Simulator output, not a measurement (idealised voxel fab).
Herein follows the process module entitled voxel self aligned contacts.
Each square cell in cross-section cut measures 5 nm, and the section as a whole is 300 nm wide.
Cross-section layout: square cells on a grid; listed as bands, top to bottom; a band spans one or more cell rows. Band: top height; bottom height; in nm. Then, left to right: material with width in nm, for each material. "throughout": a single material spanning edge to edge. "air": empty space. We count height from 0. Below that, the starting wafer is all one material. The lowest band never ends at the bottom but goes on down; see "0 nm and below" for how that is written. Width spec "30..40" -> top row of cells at first value, bottom row at second value, equal per-row change in between. Any step labelled "everything unchanged" changed none of the cells in the cross-section. "Internal closed voids": sealed empty spaces, 8 cells or more, no open way to top, listed width x height at distance, with distance from the left edge and width, height and distance in nm. The remark found on a step's line after its settings is issued by the simulator itself and pertains to that step. The line of a step may include "overlay nm". On a step with a mask, this value is how far to the right of its planned place the mask lay. A negative value means the mask lay to the left.

PROCESS STEPS FORESEEN IN THE PLAN
| 1 | RECEIVE with material Si |
| 2 | CONFORMAL_DEP with material SiO2, thk nm 5 |
| 3 | DIRECTIONAL_DEP with material polySi, thk nm 20 |
| 4 | DIRECTIONAL_DEP with material SiN, thk nm 15 |
| 5 | PATTERN with tone cover, mask id GATE, material resist, width nm 25, pitch nm 60, thk nm 15, overlay nm 0 |
| 6 | DIRECTIONAL_ETCH with etch materials SiN, depth nm 15 |
| 7 | DIRECTIONAL_ETCH with etch materials polySi, depth nm 20 |
| 8 | STRIP with etch materials resist |
| 9 | CONFORMAL_DEP with material SiN, thk nm 5 |
| 10 | DIRECTIONAL_ETCH with etch materials SiN, depth nm 5 |
| 11 | FILL_DEP with material SiO2, thk nm 15 |
| 12 | CMP with height nm 50 |
| 13 | PATTERN with tone open, mask id CONTACT, material resist, width nm 45, pitch nm 60, thk nm 15, overlay nm 0 |
| 14 | DIRECTIONAL_ETCH with etch materials SiO2, depth nm 50 |
| 15 | STRIP with etch materials resist |
| 16 | CONFORMAL_DEP with material TiN, thk nm 5 |
| 17 | FILL_DEP with material W, thk nm 10 |
| 18 | CMP with height nm 50 |
| 19 | CONFORMAL_DEP with material SiCN, thk nm 5 |

STEP 1 COMPLETE: CROSS-SECTION OF THE WAFER AS RECEIVED
- 0 nm and below  Si throughout
- Internal closed voids: none

HERE'S THE CROSS-SECTION OF THE FIRST OF OUR TWO WAFERS AT THE END OF THE MODULE - IT RAN AS PLANNED
- 55 nm to 50 nm  SiCN throughout
- 50 nm to 40 nm  SiO2=95, TiN=5..15, W=35..15, TiN=5..15, SiO2=15, TiN=5..15, W=35..15, TiN=5..15, SiO2=100
- 40 nm to 25 nm  SiO2=70, SiN=35, TiN=5, W=15, TiN=5, SiN=35, TiN=5, W=15, TiN=5, SiN=35, SiO2=75
- 25 nm to 5 nm  SiO2=70, SiN=5, polySi=25, SiN=5, TiN=5, W=15, TiN=5, SiN=5, polySi=25, SiN=5, TiN=5, W=15, TiN=5, SiN=5, polySi=25, SiN=5, SiO2=75
- 5 nm to 0 nm  SiO2=105, TiN=25, SiO2=35, TiN=25, SiO2=110
- 0 nm and below  Si throughout
- Internal closed voids: none

THE SECOND WAFER, SHOWN IN CROSS-SECTION AFTER THE MODULE: STARTED THE SAME WAY AS THE FIRST AND GIVEN THE SAME PLAN, YET ONE MISTAKE CREPT INTO HOW IT WAS RUN
- 55 nm to 50 nm  SiCN throughout
- 50 nm to 40 nm  SiO2=95, TiN=5, W=35..15, TiN=5..25, SiO2=15, TiN=5, W=35..15, TiN=5..25, SiO2=100
- 40 nm to 25 nm  SiO2=60, SiN=35, TiN=5, W=15, TiN=5, SiN=35, TiN=5, W=15, TiN=5, SiN=35, SiO2=85
- 25 nm to 5 nm  SiO2=60, SiN=5, polySi=25, SiN=5, TiN=5, W=15, TiN=5, SiN=5, polySi=25, SiN=5, TiN=5, W=15, TiN=5, SiN=5, polySi=25, SiN=5, SiO2=85
- 5 nm to 0 nm  SiO2=95, TiN=25, SiO2=35, TiN=25, SiO2=120
- 0 nm and below  Si throughout
- Internal closed voids: none
Deviation noted in wafer processing: contrary to plan, step 5 was performed as PATTERN with tone cover, mask id GATE, material resist, width nm 25, pitch nm 60, thk nm 15, overlay nm -10
Same inventory, different map: at the end, the second wafer holds as many cells of each material as the first, placed elsewhere.
